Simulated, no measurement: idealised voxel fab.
Process module name: voxel ribs on slabs
It is cross-section cut that appears here, measuring 150 nm in width, its square cells being 5 nm in size.
Think of the cross-section as a grid of square cells. We describe it in bands, top to bottom, and each band covers one or more rows of those cells.
Heights first: top, then bottom, in nm. Then materials, left to right, each with a width in nm. "edge to edge" on a single material: fills the band edge to edge. "air": empty space.
Heights from 0 (as-received wafer is one material below). Bottom band endless downward, as "z 0 and below".
Graded width ("30..40"): value in top row of band = first number; value in bottom row = second number; row-to-row change constant.
You'll sometimes find "stayed the same" written for a step, and that's the way of saying that nowhere in the cross-section did a cell change during that step.
"Enclosed void list" enumerates empty spaces isolated from the top, with no open way to it, that contain at least 8 cells, giving each as width x height at distance from the left edge, all three in nm.
If you see something after the settings on a step's line, that's the simulator's own remark about that step.
overlay nm: mask right of planned place by this much (step with mask). Neg. = left.

[So here's the lineup of process steps we planned]
step 1: RECEIVE, material Si
step 2: DIRECTIONAL_DEP, material SiO2, thk nm 20
step 3: DIRECTIONAL_DEP, material SiN, thk nm 25
step 4: PATTERN, tone cover, mask id RIB, material resist, width nm 30, thk nm 20, overlay nm 0
step 5: DIRECTIONAL_ETCH, etch materials SiN, depth nm 10
step 6: STRIP, etch materials resist
step 7: PATTERN, tone cover, mask id SLAB, material resist, width nm 80, thk nm 20, overlay nm 0
step 8: DIRECTIONAL_ETCH, etch materials SiN, depth nm 15
step 9: STRIP, etch materials resist
step 10: FILL_DEP, material SiO2, thk nm 30
step 11: CMP, height nm 65
step 12: DIRECTIONAL_DEP, material W, thk nm 5
step 13: MASKED_ETCH, tone cover, mask id HEATER, width nm 30, etch materials W, depth nm 5, overlay nm 0
step 14: CONFORMAL_DEP, material SiO2, thk nm 5
It is noted that the wafers described herein are identical at the outset and are distinguished by the width nm of step 13; the value stated in the plan corresponds to the first wafer.

[Cut through the first of several wafers as received, post step 1]
z 0 and below  Si edge to edge
Enclosed void list: none

[Rows = wafers. At module end, each row lists per material the cells gained (+) or lost (-) since the wafer was received, then the closed voids]
width nm 30 | +60 SiN | +362 SiO2 | +6 W | Enclosed void list: none
width nm 35 | +60 SiN | +362 SiO2 | +7 W | Enclosed void list: none
width nm 40 | +60 SiN | +362 SiO2 | +8 W | Enclosed void list: none
width nm 45 | +60 SiN | +362 SiO2 | +9 W | Enclosed void list: none
width nm 50 | +60 SiN | +362 SiO2 | +10 W | Enclosed void list: none
width nm 55 | +60 SiN | +362 SiO2 | +11 W | Enclosed void list: none
